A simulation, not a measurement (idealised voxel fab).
The process module that follows is named voxel self aligned vias.
Each square cell in cross-section cut measures 5 nm, and the section as a whole is 225 nm wide.
Heads up, the way a cross-section reads in here is a grid of square cells, handed over as bands from the top down, with every band being one or more rows of cells.
Read a band's entry like this: the first values are the height of its top and the height of its bottom in nm, and what follows is the sequence of materials from left to right, each with its width in nm. Note that "empty" is empty space, and that a single material marked "all across" reaches across the band from edge to edge.
Counting heights begins at 0, where everything beneath is, in the wafer as received, one material. The lowest band has no bottom; it goes on downwards, as "0 and below" shows.
A width such as "30 to 40" changes by the same amount from each row of cells to the next, from the band's top row to its bottom row.
Basically "nothing got changed" means that step didn't change any cell in the cross-section.
Heads up: "Closed cavity list" only lists the empty pockets with no open path to the top that are 8 cells or more, and it writes them as width x height at distance, distance from the left edge, in nm.
What comes after the settings on a step's line is commentary from the simulator itself on that step.
The "overlay nm" setting may appear on a step's line; for a step that uses a mask, it gives how far to the right of its planned position the mask lay, and a negative value indicates the left.

## These are the steps we planned for the process
step 1: RECEIVE [material Si]
step 2: CONFORMAL_DEP [material SiO2] [thk nm 15]
step 3: CONFORMAL_DEP [material SiCN] [thk nm 5]
step 4: DIRECTIONAL_DEP [material SiO2] [thk nm 30]
step 5: DIRECTIONAL_DEP [material aC] [thk nm 15]
step 6: PATTERN [tone open] [mask id LINES] [material resist] [width nm 20] [pitch nm 55] [thk nm 30] [overlay nm 0]
step 7: DIRECTIONAL_ETCH [etch materials aC] [depth nm 15]
step 8: STRIP [etch materials resist]
step 9: DIRECTIONAL_ETCH [etch materials SiO2] [depth nm 30]
step 10: STRIP [etch materials aC]
step 11: CONFORMAL_DEP [material TiN] [thk nm 5]
step 12: FILL_DEP [material Ru] [thk nm 5]
step 13: CMP [height nm 50]
step 14: SELECTIVE_ETCH [etch materials W Ru TiN] [depth nm 5]
step 15: FILL_DEP [material SiN] [thk nm 10]
step 16: CMP [height nm 50]
step 17: DIRECTIONAL_DEP [material SiO2] [thk nm 15]
step 18: PATTERN [tone open] [mask id VIAS] [material resist] [width nm 40] [pitch nm 55] [thk nm 15] [overlay nm 0]
step 19: DIRECTIONAL_ETCH [etch materials SiO2] [depth nm 15]
step 20: DIRECTIONAL_ETCH [etch materials SiN] [depth nm 5]
step 21: STRIP [etch materials resist]
step 22: CONFORMAL_DEP [material TiN] [thk nm 5]
step 23: FILL_DEP [material Cu] [thk nm 5]
step 24: CMP [height nm 65]
step 25: CONFORMAL_DEP [material SiN] [thk nm 5]

## Cross-sectional view of the wafer in its as-received condition, corresponding to the state after step 1
* 0 and below  Si all across
* Closed cavity list: none

## First of two wafers, end-of-module section, run followed plan
* 70 down to 65  SiN all across
* 65 down to 55  65 SiO2; 5 TiN; 30 Cu; 5 TiN; 15 SiO2; 5 TiN; 30 Cu; 5 TiN; 65 SiO2
* 55 down to 50  65 SiO2; 15 TiN; 10 Cu; 15 TiN; 15 SiO2; 15 TiN; 10 Cu; 15 TiN; 65 SiO2
* 50 down to 45  75 SiO2; 20 TiN; 35 SiO2; 20 TiN; 75 SiO2
* 45 down to 25  75 SiO2; 5 TiN; 10 Ru; 5 TiN; 35 SiO2; 5 TiN; 10 Ru; 5 TiN; 75 SiO2
* 25 down to 20  75 SiO2; 20 TiN; 35 SiO2; 20 TiN; 75 SiO2
* 20 down to 15  SiCN all across
* 15 down to 0  SiO2 all across
* 0 and below  Si all across
* Closed cavity list: none

## Wafer two cross-section, module end. Start and plan unchanged from wafer one; one mistake made during the run
* 70 down to 65  SiN all across
* 65 down to 50  65 SiO2; 5 TiN; 30 Cu; 5 TiN; 15 SiO2; 5 TiN; 30 Cu; 5 TiN; 65 SiO2
* 50 down to 45  65 SiN; 40 TiN; 15 SiN; 40 TiN; 65 SiN
* 45 down to 20  TiN all across
* 20 down to 15  SiCN all across
* 15 down to 0  SiO2 all across
* 0 and below  Si all across
* Closed cavity list: none
What went wrong in running the wafer? step 4 was run on a setting that differed from the plan, and what really ran there is DIRECTIONAL_DEP [material TiN] [thk nm 30]
It is noted that, at the conclusion of processing, the second wafer exhibits a higher or lower cell count for certain materials relative to the first: 8 more of Cu, 16 fewer of Ru, 29 more of SiN, 222 fewer of SiO2, 201 more of TiN
